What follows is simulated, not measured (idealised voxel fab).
The name of this process module is voxel self aligned vias.
In the cross-section labelled cut, the width is 225 nm and each square cell is 5 nm.
A cross-section is written here as square cells arranged in a grid, and it is given in bands from the top down, each band taking up one or more rows of cells.
Top, bottom (nm), then materials left to right with widths (nm); lone material tagged "everywhere" fills the whole band edge to edge; "empty" = empty space.
Beneath 0, the wafer as received is one material, and that level is where height counting begins. The lowest band goes on downward without a bottom; it is written like "z 0 and below".
The width entry "30->40" should be interpreted row by row: the top row of cells in the band takes the first number, the bottom row takes the second number, and the change between adjacent rows is uniform throughout.
A step reported as "nothing altered" is a step in which no cell of the cross-section changed.
Each empty space that has no open way to the top and spans at least 8 cells appears under "Enclosed cavity list" as width x height at distance, the distance counted from the left edge, all in nm.
On a step's line, text after the settings is the simulator commenting on that step.
overlay nm: on a step with a mask, how far right of its planned place the mask lay; negative means left.

-- Here's what the planned process steps look like
- 1: RECEIVE (material Si)
- 2: CONFORMAL_DEP (material SiO2; thk nm 15)
- 3: CONFORMAL_DEP (material SiCN; thk nm 5)
- 4: DIRECTIONAL_DEP (material SiO2; thk nm 20)
- 5: DIRECTIONAL_DEP (material aC; thk nm 10)
- 6: PATTERN (tone open; mask id LINES; material resist; width nm 20; pitch nm 45; thk nm 30; overlay nm 0)
- 7: DIRECTIONAL_ETCH (etch materials aC; depth nm 5)
- 8: STRIP (etch materials resist)
- 9: DIRECTIONAL_ETCH (etch materials SiO2; depth nm 20)
- 10: STRIP (etch materials aC)
- 11: CONFORMAL_DEP (material TiN; thk nm 5)
- 12: FILL_DEP (material Ru; thk nm 5)
- 13: CMP (height nm 40)
- 14: SELECTIVE_ETCH (etch materials W Ru TiN; depth nm 10)
- 15: FILL_DEP (material SiN; thk nm 10)
- 16: CMP (height nm 40)
- 17: DIRECTIONAL_DEP (material SiO2; thk nm 20)
- 18: MASKED_ETCH (tone open; mask id VIAS; width nm 30; pitch nm 90; etch materials SiO2; depth nm 20; overlay nm 0)
- 19: MASKED_ETCH (tone open; mask id VIAS; width nm 30; pitch nm 90; etch materials SiN; depth nm 10; overlay nm 0)
- 20: CONFORMAL_DEP (material TiN; thk nm 5)
- 21: FILL_DEP (material W; thk nm 10)
- 22: CMP (height nm 60)
- 23: CONFORMAL_DEP (material SiCN; thk nm 5)
What sets these wafers apart? The depth nm at step 7. They all start alike, and the plan carries the first wafer's value.

-- As-received state after step 1, first of several wafers, cross-section
z 0 and below | Si everywhere
Enclosed cavity list: none

-- Wafer rows, end of module: cells per material gained (+) or lost (-) since receipt; closed voids last
depth nm 5; +90 SiCN; +447 SiO2; +24 TiN; +24 W; Enclosed cavity list: none
depth nm 10; +6 Ru; +90 SiCN; +8 SiN; +399 SiO2; +50 TiN; +32 W; Enclosed cavity list: none
depth nm 15; +6 Ru; +90 SiCN; +8 SiN; +399 SiO2; +50 TiN; +32 W; Enclosed cavity list: none
depth nm 20; +6 Ru; +90 SiCN; +8 SiN; +399 SiO2; +50 TiN; +32 W; Enclosed cavity list: none
depth nm 25; +6 Ru; +90 SiCN; +8 SiN; +399 SiO2; +50 TiN; +32 W; Enclosed cavity list: none
